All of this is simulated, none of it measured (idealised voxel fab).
Process module name: voxel ribs on slabs
Cross-section cut spans 190 nm and uses square cells 5 nm in size.
Reading order for cross-sections: top band down to bottom band. Underlying form: a grid of square cells. Band size: one or more rows of cells.
In this notation a band is specified by the heights of its top and bottom, in that order and in nm, after which its materials appear from left to right, each paired with its width in nm. The word "edge to edge" attached to a single material means that material fills the band from edge to edge; the word "air" stands for empty space.
Below 0: as-received wafer, all one material; heights counted from there. Lowest band: no bottom, goes on down, written "from 0 down".
When a width is written as two numbers, as in "30 to 40", the first number is the width in the top row of cells of the band and the second is the width in its bottom row, and the width changes by the same amount from each row to the next.
"same as before" means the step left every cell of the cross-section as it was.
In the "Closed cavity list" entry, you get each enclosed empty space of 8 cells or more, one with no open way to the top, written width x height at distance, distance from the left edge, in nm.
That trailing text on a step's line, after the settings, is the simulator's own remark on the step.
The "overlay nm" setting may appear on a step's line; for a step that uses a mask, it gives how far to the right of its planned position the mask lay, and a negative value indicates the left.

## Steps planned for the process
step 1: RECEIVE with material Si
step 2: DIRECTIONAL_DEP with material SiO2, thk nm 20
step 3: DIRECTIONAL_DEP with material SiN, thk nm 15
step 4: DIRECTIONAL_DEP with material aC, thk nm 10
step 5: PATTERN with tone cover, mask id RIB, material resist, width nm 20, thk nm 25, overlay nm 0
step 6: DIRECTIONAL_ETCH with etch materials aC, depth nm 10
step 7: STRIP with etch materials resist
step 8: DIRECTIONAL_ETCH with etch materials SiN, depth nm 10
step 9: STRIP with etch materials aC
step 10: MASKED_ETCH with tone cover, mask id SLAB, width nm 50, etch materials SiN, depth nm 5, overlay nm 0
step 11: FILL_DEP with material SiO2, thk nm 20
step 12: CMP with height nm 45
step 13: DIRECTIONAL_DEP with material TiN, thk nm 5
step 14: MASKED_ETCH with tone cover, mask id HEATER, width nm 30, etch materials TiN, depth nm 5, overlay nm 0
step 15: CONFORMAL_DEP with material SiO2, thk nm 5

## Run as planned: first of two wafers

## Cross-section of the wafer as it came to us, i.e., already through step 1
- from 0 down | Si edge to edge
- Closed cavity list: none

## Wafer xsec, post step 2
- from 20 to 0 | SiO2 edge to edge
- Below a height of 0, the structure has not been altered.

## Wafer xsec, post step 3
- from 35 to 20 | SiN edge to edge
- Below a height of 20, the structure has not been altered.

## Wafer xsec, post step 4
- from 45 to 35 | aC edge to edge
- Below a height of 35, the structure has not been altered.

## Wafer xsec, post step 5
- from 70 to 45 | air 85 | resist 20 | air 85
- Below a height of 45, the structure has not been altered.

## Wafer xsec, post step 6
- from 60 to 45 | air 85 | resist 20 | air 85
- from 45 to 35 | air 85 | aC 20 | air 85
- Below a height of 35, the structure has not been altered.

## Wafer xsec, post step 7
- from 45 to 35 | air 85 | aC 20 | air 85
- Below a height of 35, the structure has not been altered.

## Wafer xsec, post step 8
- from 45 to 35 | air 85 | aC 20 | air 85
- from 35 to 25 | air 85 | SiN 20 | air 85
- Below a height of 25, the structure has not been altered.

## Wafer xsec, post step 9
- from 35 to 25 | air 85 | SiN 20 | air 85
- Below a height of 25, the structure has not been altered.

## Wafer xsec, post step 10
- from 35 to 25 | air 85 | SiN 20 | air 85
- from 25 to 20 | air 70 | SiN 50 | air 70
- Below a height of 20, the structure has not been altered.

## Wafer xsec, post step 11
- from 55 to 35 | SiO2 edge to edge
- from 35 to 25 | SiO2 85 | SiN 20 | SiO2 85
- from 25 to 20 | SiO2 70 | SiN 50 | SiO2 70
- Below a height of 20, the structure has not been altered.

## Wafer xsec, post step 12
- from 45 to 35 | SiO2 edge to edge
- Below a height of 35, the structure has not been altered.

## Wafer xsec, post step 13
- from 50 to 45 | TiN edge to edge
- Below a height of 45, the structure has not been altered.

## Wafer xsec, post step 14
- from 50 to 45 | air 80 | TiN 30 | air 80
- Below a height of 45, the structure has not been altered.

## Wafer xsec, post step 15
- from 55 to 50 | air 75 | SiO2 40 | air 75
- from 50 to 45 | SiO2 80 | TiN 30 | SiO2 80
- Below a height of 45, the structure has not been altered.

## It is to be noted that the second wafer proceeded from the same initial state and according to the same plan as the first, although one mistake was committed in its execution; through step 9, inclusive, the two wafers share an identical history

## when step 10 should have ended
- from 35 to 25 | air 85 | SiN 20 | air 85
- from 25 to 20 | air 65 | SiN 60 | air 65
- Below a height of 20, the structure has not been altered.

## when step 11 should have ended
- from 55 to 35 | SiO2 edge to edge
- from 35 to 25 | SiO2 85 | SiN 20 | SiO2 85
- from 25 to 20 | SiO2 65 | SiN 60 | SiO2 65
- Below a height of 20, the structure has not been altered.

## when step 12 should have ended
- from 45 to 35 | SiO2 edge to edge
- Below a height of 35, the structure has not been altered.

## when step 13 should have ended
- from 50 to 45 | TiN edge to edge
- Below a height of 45, the structure has not been altered.

## when step 14 should have ended
- from 50 to 45 | air 80 | TiN 30 | air 80
- Below a height of 45, the structure has not been altered.

## when step 15 should have ended
- from 55 to 50 | air 75 | SiO2 40 | air 75
- from 50 to 45 | SiO2 80 | TiN 30 | SiO2 80
- Below a height of 45, the structure has not been altered.
Heads up, the wafer didn't run the way we planned it: rather than as planned, step 10 actually ran as MASKED_ETCH with tone cover, mask id SLAB, width nm 60, etch materials SiN, depth nm 5, overlay nm 0
End of process, cell counts, second wafer against first, materials with more or fewer: SiN +2; SiO2 -2
